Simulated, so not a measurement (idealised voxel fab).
Documented hereafter: the process module known as voxel self aligned vias.
Section shown: cut. Width: 280 nm. Cell size: 5 nm, square.
Throughout this document, each cross-section is represented as a grid of square cells and is presented as a sequence of bands enumerated from the top downward, where a band comprises one or more rows of cells. The entry gives the band's vertical extent as a top height and a bottom height in nm, then its horizontal make-up as materials from left to right, each with a width in nm. "air" stands for empty space; a single material marked "all across" fills the band edge to edge. Ref level 0: as-received wafer is one material below here. Bottom band extends down with no lower bound ("from 0 down"). Per-row width for "30..40": begins at first number (top row of band), ends at second number (bottom row), increment between rows held constant. The cross-section has no changed cell in any step marked "nothing changed". Enclosed voids (no open way to top), threshold 8 cells or more, entry "Completely enclosed voids", notation width x height at distance, distance from left edge, nm. Where a step's line continues beyond its settings, the continuation is a remark by the simulator itself on that step. "overlay nm" denotes, for a step that has a mask, the displacement of the mask to the right of its planned place, with negative values corresponding to the left.
So here's the lineup of process steps we planned:
1. RECEIVE | material Si
2. CONFORMAL_DEP | material SiO2 | thk nm 15
3. CONFORMAL_DEP | material SiCN | thk nm 5
4. DIRECTIONAL_DEP | material SiO2 | thk nm 30
5. PATTERN | tone open | mask id LINES | material resist | width nm 30 | pitch nm 70 | thk nm 20 | overlay nm 0
6. DIRECTIONAL_ETCH | etch materials SiO2 | depth nm 30
7. STRIP | etch materials resist
8. CONFORMAL_DEP | material TiN | thk nm 5
9. FILL_DEP | material Ru | thk nm 5
10. CMP | height nm 50
11. SELECTIVE_ETCH | etch materials W Ru TiN | depth nm 10
12. FILL_DEP | material SiN | thk nm 5
13. CMP | height nm 50
14. DIRECTIONAL_DEP | material SiO2 | thk nm 15
15. MASKED_ETCH | tone open | mask id VIAS | width nm 50 | pitch nm 70 | etch materials SiO2 | depth nm 15 | overlay nm 0
16. MASKED_ETCH | tone open | mask id VIAS | width nm 50 | pitch nm 70 | etch materials SiN | depth nm 10 | overlay nm 0
17. CONFORMAL_DEP | material TiN | thk nm 5
18. FILL_DEP | material Ru | thk nm 5
19. CMP | height nm 65
20. CONFORMAL_DEP | material SiN | thk nm 5
Concerning the first of two wafers, which was run in accordance with the plan:
Incoming wafer, cross-sectional view, post step 1:
* from 0 down  Si all across
* Completely enclosed voids: none
Cross-sectional representation of the wafer at the conclusion of step 2:
* from 15 to 0  SiO2 all across
* Everything under 0 stays put, no change at all.
Cross-sectional representation of the wafer at the conclusion of step 3:
* from 20 to 15  SiCN all across
* Everything under 15 stays put, no change at all.
Cross-sectional representation of the wafer at the conclusion of step 4:
* from 50 to 20  SiO2 all across
* Everything under 20 stays put, no change at all.
Cross-sectional representation of the wafer at the conclusion of step 5:
* from 70 to 50  resist: 55 | air: 30 | resist: 40 | air: 30 | resist: 40 | air: 30 | resist: 55
* Everything under 50 stays put, no change at all.
Cross-sectional representation of the wafer at the conclusion of step 6:
* from 70 to 50  resist: 55 | air: 30 | resist: 40 | air: 30 | resist: 40 | air: 30 | resist: 55
* from 50 to 20  SiO2: 55 | air: 30 | SiO2: 40 | air: 30 | SiO2: 40 | air: 30 | SiO2: 55
* Everything under 20 stays put, no change at all.
Cross-sectional representation of the wafer at the conclusion of step 7:
* from 50 to 20  SiO2: 55 | air: 30 | SiO2: 40 | air: 30 | SiO2: 40 | air: 30 | SiO2: 55
* Everything under 20 stays put, no change at all.
Cross-sectional representation of the wafer at the conclusion of step 8:
* from 55 to 50  TiN: 60 | air: 20 | TiN: 50 | air: 20 | TiN: 50 | air: 20 | TiN: 60
* from 50 to 25  SiO2: 55 | TiN: 5 | air: 20 | TiN: 5 | SiO2: 40 | TiN: 5 | air: 20 | TiN: 5 | SiO2: 40 | TiN: 5 | air: 20 | TiN: 5 | SiO2: 55
* from 25 to 20  SiO2: 55 | TiN: 30 | SiO2: 40 | TiN: 30 | SiO2: 40 | TiN: 30 | SiO2: 55
* Everything under 20 stays put, no change at all.
Cross-sectional representation of the wafer at the conclusion of step 9:
* from 60 to 55  Ru all across
* from 55 to 50  TiN: 60 | Ru: 20 | TiN: 50 | Ru: 20 | TiN: 50 | Ru: 20 | TiN: 60
* from 50 to 25  SiO2: 55 | TiN: 5 | Ru: 20 | TiN: 5 | SiO2: 40 | TiN: 5 | Ru: 20 | TiN: 5 | SiO2: 40 | TiN: 5 | Ru: 20 | TiN: 5 | SiO2: 55
* Everything under 25 stays put, no change at all.
Cross-sectional representation of the wafer at the conclusion of step 10:
* from 50 to 25  SiO2: 55 | TiN: 5 | Ru: 20 | TiN: 5 | SiO2: 40 | TiN: 5 | Ru: 20 | TiN: 5 | SiO2: 40 | TiN: 5 | Ru: 20 | TiN: 5 | SiO2: 55
* Everything under 25 stays put, no change at all.
Cross-sectional representation of the wafer at the conclusion of step 11:
* from 50 to 40  SiO2: 55 | air: 30 | SiO2: 40 | air: 30 | SiO2: 40 | air: 30 | SiO2: 55
* Everything under 40 stays put, no change at all.
Cross-sectional representation of the wafer at the conclusion of step 12:
* from 55 to 50  SiN all across
* from 50 to 40  SiO2: 55 | SiN: 30 | SiO2: 40 | SiN: 30 | SiO2: 40 | SiN: 30 | SiO2: 55
* Everything under 40 stays put, no change at all.
Cross-sectional representation of the wafer at the conclusion of step 13:
* from 50 to 40  SiO2: 55 | SiN: 30 | SiO2: 40 | SiN: 30 | SiO2: 40 | SiN: 30 | SiO2: 55
* Everything under 40 stays put, no change at all.
Cross-sectional representation of the wafer at the conclusion of step 14:
* from 65 to 50  SiO2 all across
* Everything under 50 stays put, no change at all.
Cross-sectional representation of the wafer at the conclusion of step 15:
* from 65 to 50  SiO2: 45 | air: 50 | SiO2: 20 | air: 50 | SiO2: 20 | air: 50 | SiO2: 45
* Everything under 50 stays put, no change at all.
Cross-sectional representation of the wafer at the conclusion of step 16:
* from 65 to 50  SiO2: 45 | air: 50 | SiO2: 20 | air: 50 | SiO2: 20 | air: 50 | SiO2: 45
* from 50 to 40  SiO2: 55 | air: 30 | SiO2: 40 | air: 30 | SiO2: 40 | air: 30 | SiO2: 55
* Everything under 40 stays put, no change at all.
Cross-sectional representation of the wafer at the conclusion of step 17:
* from 70 to 65  TiN: 50 | air: 40 | TiN: 30 | air: 40 | TiN: 30 | air: 40 | TiN: 50
* from 65 to 55  SiO2: 45 | TiN: 5 | air: 40 | TiN: 5 | SiO2: 20 | TiN: 5 | air: 40 | TiN: 5 | SiO2: 20 | TiN: 5 | air: 40 | TiN: 5 | SiO2: 45
* from 55 to 45  SiO2: 45..55 | TiN: 15..5 | air: 20 | TiN: 15..5 | SiO2: 20..40 | TiN: 15..5 | air: 20 | TiN: 15..5 | SiO2: 20..40 | TiN: 15..5 | air: 20 | TiN: 15..5 | SiO2: 45..55
* from 45 to 40  SiO2: 55 | TiN: 30 | SiO2: 40 | TiN: 30 | SiO2: 40 | TiN: 30 | SiO2: 55
* Everything under 40 stays put, no change at all.
Cross-sectional representation of the wafer at the conclusion of step 18:
* from 75 to 70  Ru all across
* from 70 to 65  TiN: 50 | Ru: 40 | TiN: 30 | Ru: 40 | TiN: 30 | Ru: 40 | TiN: 50
* from 65 to 55  SiO2: 45 | TiN: 5 | Ru: 40 | TiN: 5 | SiO2: 20 | TiN: 5 | Ru: 40 | TiN: 5 | SiO2: 20 | TiN: 5 | Ru: 40 | TiN: 5 | SiO2: 45
* from 55 to 45  SiO2: 45..55 | TiN: 15..5 | Ru: 20 | TiN: 15..5 | SiO2: 20..40 | TiN: 15..5 | Ru: 20 | TiN: 15..5 | SiO2: 20..40 | TiN: 15..5 | Ru: 20 | TiN: 15..5 | SiO2: 45..55
* Everything under 45 stays put, no change at all.
Cross-sectional representation of the wafer at the conclusion of step 19:
* from 65 to 55  SiO2: 45 | TiN: 5 | Ru: 40 | TiN: 5 | SiO2: 20 | TiN: 5 | Ru: 40 | TiN: 5 | SiO2: 20 | TiN: 5 | Ru: 40 | TiN: 5 | SiO2: 45
* Everything under 55 stays put, no change at all.
Cross-sectional representation of the wafer at the conclusion of step 20:
* from 70 to 65  SiN all across
* Everything under 65 stays put, no change at all.
Second wafer. Start and plan as for the first. One mistake made in running. Agrees with the first up to and including step 1:
Here is the second wafer in cross-section at the point where step 2 of the plan should have been done:
* from 30 to 0  SiO2 all across
* Everything under 0 stays put, no change at all.
Here is the second wafer in cross-section at the point where step 3 of the plan should have been done:
* from 35 to 30  SiCN all across
* Everything under 30 stays put, no change at all.
Here is the second wafer in cross-section at the point where step 4 of the plan should have been done:
* from 65 to 35  SiO2 all across
* Everything under 35 stays put, no change at all.
Here is the second wafer in cross-section at the point where step 5 of the plan should have been done:
* from 85 to 65  resist: 55 | air: 30 | resist: 40 | air: 30 | resist: 40 | air: 30 | resist: 55
* Everything under 65 stays put, no change at all.
Here is the second wafer in cross-section at the point where step 6 of the plan should have been done:
* from 85 to 65  resist: 55 | air: 30 | resist: 40 | air: 30 | resist: 40 | air: 30 | resist: 55
* from 65 to 35  SiO2: 55 | air: 30 | SiO2: 40 | air: 30 | SiO2: 40 | air: 30 | SiO2: 55
* Everything under 35 stays put, no change at all.
Here is the second wafer in cross-section at the point where step 7 of the plan should have been done:
* from 65 to 35  SiO2: 55 | air: 30 | SiO2: 40 | air: 30 | SiO2: 40 | air: 30 | SiO2: 55
* Everything under 35 stays put, no change at all.
Here is the second wafer in cross-section at the point where step 8 of the plan should have been done:
* from 70 to 65  TiN: 60 | air: 20 | TiN: 50 | air: 20 | TiN: 50 | air: 20 | TiN: 60
* from 65 to 40  SiO2: 55 | TiN: 5 | air: 20 | TiN: 5 | SiO2: 40 | TiN: 5 | air: 20 | TiN: 5 | SiO2: 40 | TiN: 5 | air: 20 | TiN: 5 | SiO2: 55
* from 40 to 35  SiO2: 55 | TiN: 30 | SiO2: 40 | TiN: 30 | SiO2: 40 | TiN: 30 | SiO2: 55
* Everything under 35 stays put, no change at all.
Here is the second wafer in cross-section at the point where step 9 of the plan should have been done:
* from 75 to 70  Ru all across
* from 70 to 65  TiN: 60 | Ru: 20 | TiN: 50 | Ru: 20 | TiN: 50 | Ru: 20 | TiN: 60
* from 65 to 40  SiO2: 55 | TiN: 5 | Ru: 20 | TiN: 5 | SiO2: 40 | TiN: 5 | Ru: 20 | TiN: 5 | SiO2: 40 | TiN: 5 | Ru: 20 | TiN: 5 | SiO2: 55
* Everything under 40 stays put, no change at all.
Here is the second wafer in cross-section at the point where step 10 of the plan should have been done:
* from 50 to 40  SiO2: 55 | TiN: 5 | Ru: 20 | TiN: 5 | SiO2: 40 | TiN: 5 | Ru: 20 | TiN: 5 | SiO2: 40 | TiN: 5 | Ru: 20 | TiN: 5 | SiO2: 55
* Everything under 40 stays put, no change at all.
Here is the second wafer in cross-section at the point where step 11 of the plan should have been done:
* from 50 to 40  SiO2: 55 | air: 30 | SiO2: 40 | air: 30 | SiO2: 40 | air: 30 | SiO2: 55
* Everything under 40 stays put, no change at all.
Here is the second wafer in cross-section at the point where step 12 of the plan should have been done:
* from 55 to 50  SiN all across
* from 50 to 40  SiO2: 55 | SiN: 30 | SiO2: 40 | SiN: 30 | SiO2: 40 | SiN: 30 | SiO2: 55
* Everything under 40 stays put, no change at all.
Here is the second wafer in cross-section at the point where step 13 of the plan should have been done:
* from 50 to 40  SiO2: 55 | SiN: 30 | SiO2: 40 | SiN: 30 | SiO2: 40 | SiN: 30 | SiO2: 55
* Everything under 40 stays put, no change at all.
Here is the second wafer in cross-section at the point where step 14 of the plan should have been done:
* from 65 to 50  SiO2 all across
* Everything under 50 stays put, no change at all.
Here is the second wafer in cross-section at the point where step 15 of the plan should have been done:
* from 65 to 50  SiO2: 45 | air: 50 | SiO2: 20 | air: 50 | SiO2: 20 | air: 50 | SiO2: 45
* Everything under 50 stays put, no change at all.
Here is the second wafer in cross-section at the point where step 16 of the plan should have been done:
* from 65 to 50  SiO2: 45 | air: 50 | SiO2: 20 | air: 50 | SiO2: 20 | air: 50 | SiO2: 45
* from 50 to 40  SiO2: 55 | air: 30 | SiO2: 40 | air: 30 | SiO2: 40 | air: 30 | SiO2: 55
* Everything under 40 stays put, no change at all.
Here is the second wafer in cross-section at the point where step 17 of the plan should have been done:
* from 70 to 65  TiN: 50 | air: 40 | TiN: 30 | air: 40 | TiN: 30 | air: 40 | TiN: 50
* from 65 to 55  SiO2: 45 | TiN: 5 | air: 40 | TiN: 5 | SiO2: 20 | TiN: 5 | air: 40 | TiN: 5 | SiO2: 20 | TiN: 5 | air: 40 | TiN: 5 | SiO2: 45
* from 55 to 45  SiO2: 45..55 | TiN: 15..5 | air: 20 | TiN: 15..5 | SiO2: 20..40 | TiN: 15..5 | air: 20 | TiN: 15..5 | SiO2: 20..40 | TiN: 15..5 | air: 20 | TiN: 15..5 | SiO2: 45..55
* from 45 to 35  SiO2: 55 | TiN: 30 | SiO2: 40 | TiN: 30 | SiO2: 40 | TiN: 30 | SiO2: 55
* Everything under 35 stays put, no change at all.
Here is the second wafer in cross-section at the point where step 18 of the plan should have been done:
* from 75 to 70  Ru all across
* from 70 to 65  TiN: 50 | Ru: 40 | TiN: 30 | Ru: 40 | TiN: 30 | Ru: 40 | TiN: 50
* from 65 to 55  SiO2: 45 | TiN: 5 | Ru: 40 | TiN: 5 | SiO2: 20 | TiN: 5 | Ru: 40 | TiN: 5 | SiO2: 20 | TiN: 5 | Ru: 40 | TiN: 5 | SiO2: 45
* from 55 to 45  SiO2: 45..55 | TiN: 15..5 | Ru: 20 | TiN: 15..5 | SiO2: 20..40 | TiN: 15..5 | Ru: 20 | TiN: 15..5 | SiO2: 20..40 | TiN: 15..5 | Ru: 20 | TiN: 15..5 | SiO2: 45..55
* Everything under 45 stays put, no change at all.
Here is the second wafer in cross-section at the point where step 19 of the plan should have been done:
* from 65 to 55  SiO2: 45 | TiN: 5 | Ru: 40 | TiN: 5 | SiO2: 20 | TiN: 5 | Ru: 40 | TiN: 5 | SiO2: 20 | TiN: 5 | Ru: 40 | TiN: 5 | SiO2: 45
* Everything under 55 stays put, no change at all.
Here is the second wafer in cross-section at the point where step 20 of the plan should have been done:
* from 70 to 65  SiN all across
* Everything under 65 stays put, no change at all.
what went wrong: plan step 2 was conducted twice
Count the cells at the end and the second wafer has more or fewer of some materials than the first: 36 fewer of Ru; 54 more of SiO2; 18 fewer of TiN
